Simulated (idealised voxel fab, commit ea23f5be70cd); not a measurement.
voxel transistor to metal: a process module
We display cut, a cross-section 215 nm in width whose square cells are each 5 nm.
Bands, listed from the top down, are how a cross-section gets written in this document; the cross-section itself is a grid of square cells, and a band is one or more rows of them.
Band: top and bottom heights (nm) first, top before bottom; then materials from left to right, widths in nm. "edge to edge" marks a sole material filling the band edge to edge. "empty" denotes empty space.
Where do heights start? At 0: under that level the wafer as delivered is made of one material only. And the lowest band has no floor; it just carries on downward, as in "top 0, no bottom".
The two numbers in a width such as "30->40" mark its ends across the band: the first belongs to the top row of cells, the second to the bottom row, and from each row to the next the width moves by the same amount.
The designation "all unchanged", where it is given for a processing step, indicates that no cell of the cross-section was altered in the course of that step.
In the "Unvented internal voids" entry, you get each enclosed empty space of 8 cells or more, one with no open way to the top, written width x height at distance, distance from the left edge, in nm.
On a step's line, text after the settings is the simulator commenting on that step.
For masked steps, "overlay nm" on the step line gives how far right of plan the mask actually lay; a minus sign means it lay to the left.

-- Listed below are the process steps as planned
1. RECEIVE: material Si
2. CONFORMAL_DEP: material SiO2, thk nm 5
3. CONFORMAL_DEP: material SiN, thk nm 10
4. PATTERN: tone cover, mask id ACTIVE, material resist, width nm 110, thk nm 15, overlay nm 0
5. DIRECTIONAL_ETCH: etch materials SiN, depth nm 10
6. DIRECTIONAL_ETCH: etch materials SiO2, depth nm 5
7. DIRECTIONAL_ETCH: etch materials Si, depth nm 20
8. STRIP: etch materials resist
9. OXIDIZE: depth nm 5
10. FILL_DEP: material SiO2, thk nm 15
11. CMP: height nm 15
12. SELECTIVE_ETCH: etch materials SiO2, depth nm 5
13. STRIP: etch materials SiN
14. SELECTIVE_ETCH: etch materials SiO2, depth nm 5
15. OXIDIZE: depth nm 5
16. DIRECTIONAL_DEP: material polySi, thk nm 30
17. DIRECTIONAL_DEP: material SiCN, thk nm 10
18. PATTERN: tone cover, mask id GATE, material resist, width nm 20, thk nm 15, overlay nm 0
19. DIRECTIONAL_ETCH: etch materials SiCN, depth nm 20
20. DIRECTIONAL_ETCH: etch materials polySi, depth nm 40
21. STRIP: etch materials resist
22. CONFORMAL_DEP: material SiN, thk nm 10
23. DIRECTIONAL_ETCH: etch materials SiN, depth nm 10
24. DIRECTIONAL_ETCH: etch materials SiO2, depth nm 5
25. DIRECTIONAL_ETCH: etch materials Si, depth nm 10
26. EPI: material pSi, thk nm 10
27. FILL_DEP: material SiO2, thk nm 5
28. CMP: height nm 40
29. DIRECTIONAL_DEP: material SiO2, thk nm 10
30. PATTERN: tone open, mask id CONTACT, material resist, width nm 20, pitch nm 80, thk nm 20, overlay nm 0
31. DIRECTIONAL_ETCH: etch materials SiO2, depth nm 55
32. STRIP: etch materials resist
33. CONFORMAL_DEP: material TiN, thk nm 5
34. FILL_DEP: material Ru, thk nm 5
35. CMP: height nm 50
36. CONFORMAL_DEP: material SiCN, thk nm 5
37. DIRECTIONAL_DEP: material lowk, thk nm 20
38. PATTERN: tone open, mask id METAL_1, material resist, width nm 20, pitch nm 80, thk nm 15, overlay nm 0
39. DIRECTIONAL_ETCH: etch materials lowk, depth nm 20
40. DIRECTIONAL_ETCH: etch materials SiCN, depth nm 5
41. STRIP: etch materials resist
42. CONFORMAL_DEP: material TiN, thk nm 5
43. FILL_DEP: material Cu, thk nm 10
44. CMP: height nm 75
45. CONFORMAL_DEP: material SiCN, thk nm 5
46. DIRECTIONAL_DEP: material SiO2, thk nm 35
47. DIRECTIONAL_DEP: material aC, thk nm 15
48. PATTERN: tone open, mask id METAL_2_HOLES, material resist, width nm 15, pitch nm 80, thk nm 35, overlay nm 0
49. DIRECTIONAL_ETCH: etch materials aC, depth nm 15
50. STRIP: etch materials resist
51. DIRECTIONAL_ETCH: etch materials SiO2, depth nm 35
52. STRIP: etch materials aC
53. MASKED_ETCH: tone open, mask id METAL_2, width nm 20, pitch nm 80, etch materials SiO2, depth nm 20, overlay nm 0
54. MASKED_ETCH: tone open, mask id METAL_2, width nm 20, pitch nm 80, etch materials SiCN, depth nm 5, overlay nm 0
55. CONFORMAL_DEP: material TiN, thk nm 5
56. FILL_DEP: material Ru, thk nm 5
57. CMP: height nm 115
58. CONFORMAL_DEP: material SiCN, thk nm 5

-- As-received state of the wafer in cross-section, equivalent to post-step 1
- top 0, no bottom | Si edge to edge
- Unvented internal voids: none

-- First wafer of two, sectioned at end of module; run went per plan
- top 120, bottom 115 | SiCN edge to edge
- top 115, bottom 100 | 55 of SiO2  5 of TiN  10 of Ru  5 of TiN  60 of SiO2  5 of TiN  10 of Ru  5 of TiN  60 of SiO2
- top 100, bottom 95 | 55 of SiO2  5 of TiN  5 of Ru  10 of TiN  60 of SiO2  5 of TiN  5 of Ru  10 of TiN  60 of SiO2
- top 95, bottom 80 | 55 of SiO2  5 of TiN  5 of Ru  5 of TiN  65 of SiO2  5 of TiN  5 of Ru  5 of TiN  65 of SiO2
- top 80, bottom 75 | 55 of SiCN  15 of TiN  65 of SiCN  15 of TiN  65 of SiCN
- top 75, bottom 55 | 55 of lowk  5 of TiN  10 of Cu  5 of TiN  60 of lowk  5 of TiN  10 of Cu  5 of TiN  60 of lowk
- top 55, bottom 50 | 55 of SiCN  20 of TiN  60 of SiCN  20 of TiN  60 of SiCN
- top 50, bottom 40 | 55 of SiO2  5 of TiN  10 of Ru  5 of TiN  60 of SiO2  5 of TiN  10 of Ru  5 of TiN  60 of SiO2
- top 40, bottom 30 | 55 of SiO2  5 of TiN  10 of Ru  5 of TiN  10 of SiO2  10 of SiN  20 of SiCN  10 of SiN  10 of SiO2  5 of TiN  10 of Ru  5 of TiN  60 of SiO2
- top 30, bottom 5 | 55 of SiO2  5 of TiN  10 of Ru  5 of TiN  10 of SiO2  10 of SiN  20 of polySi  10 of SiN  10 of SiO2  5 of TiN  10 of Ru  5 of TiN  60 of SiO2
- top 5, bottom 0 | 45 of SiO2  10 of SiN  5 of TiN  10 of Ru  5 of TiN  10 of pSi  10 of SiN  20 of polySi  10 of SiN  10 of pSi  5 of TiN  10 of Ru  5 of TiN  10 of SiN  50 of SiO2
- top 0, bottom -5 | 55 of SiO2  20 of TiN  10 of pSi  40 of SiO2  10 of pSi  20 of TiN  60 of SiO2
- top -5, bottom -15 | 55 of SiO2  30 of pSi  40 of Si  30 of pSi  60 of SiO2
- top -15, bottom -25 | 55 of SiO2  100 of Si  60 of SiO2
- top -25, no bottom | Si edge to edge
- Unvented internal voids: none

-- The second wafer, shown in cross-section after the module: started the same way as the first and given the same plan, yet one mistake crept into how it was run
- top 120, bottom 115 | SiCN edge to edge
- top 115, bottom 110 | 55 of SiO2  5 of TiN  5 of Ru  10 of TiN  60 of SiO2  5 of TiN  5 of Ru  10 of TiN  60 of SiO2
- top 110, bottom 95 | 55 of SiO2  5 of TiN  5 of Ru  5 of TiN  65 of SiO2  5 of TiN  5 of Ru  5 of TiN  65 of SiO2
- top 95, bottom 90 | 55 of SiCN  15 of TiN  65 of SiCN  15 of TiN  65 of SiCN
- top 90, bottom 80 | Cu edge to edge
- top 80, bottom 75 | 60 of TiN  10 of Cu  70 of TiN  10 of Cu  65 of TiN
- top 75, bottom 55 | 55 of lowk  5 of TiN  10 of Cu  5 of TiN  60 of lowk  5 of TiN  10 of Cu  5 of TiN  60 of lowk
- top 55, bottom 50 | 55 of SiCN  20 of TiN  60 of SiCN  20 of TiN  60 of SiCN
- top 50, bottom 40 | 55 of SiO2  5 of TiN  10 of Ru  5 of TiN  60 of SiO2  5 of TiN  10 of Ru  5 of TiN  60 of SiO2
- top 40, bottom 30 | 55 of SiO2  5 of TiN  10 of Ru  5 of TiN  10 of SiO2  10 of SiN  20 of SiCN  10 of SiN  10 of SiO2  5 of TiN  10 of Ru  5 of TiN  60 of SiO2
- top 30, bottom 5 | 55 of SiO2  5 of TiN  10 of Ru  5 of TiN  10 of SiO2  10 of SiN  20 of polySi  10 of SiN  10 of SiO2  5 of TiN  10 of Ru  5 of TiN  60 of SiO2
- top 5, bottom 0 | 45 of SiO2  10 of SiN  5 of TiN  10 of Ru  5 of TiN  10 of pSi  10 of SiN  20 of polySi  10 of SiN  10 of pSi  5 of TiN  10 of Ru  5 of TiN  10 of SiN  50 of SiO2
- top 0, bottom -5 | 55 of SiO2  20 of TiN  10 of pSi  40 of SiO2  10 of pSi  20 of TiN  60 of SiO2
- top -5, bottom -15 | 55 of SiO2  30 of pSi  40 of Si  30 of pSi  60 of SiO2
- top -15, bottom -25 | 55 of SiO2  100 of Si  60 of SiO2
- top -25, no bottom | Si edge to edge
- Unvented internal voids: none
Deviation noted in wafer processing: no execution of plan step 44; skipped
At the finish, the second wafer shows more or fewer cells for some materials than the first does: Cu +90, Ru -12, SiO2 -105, TiN +27
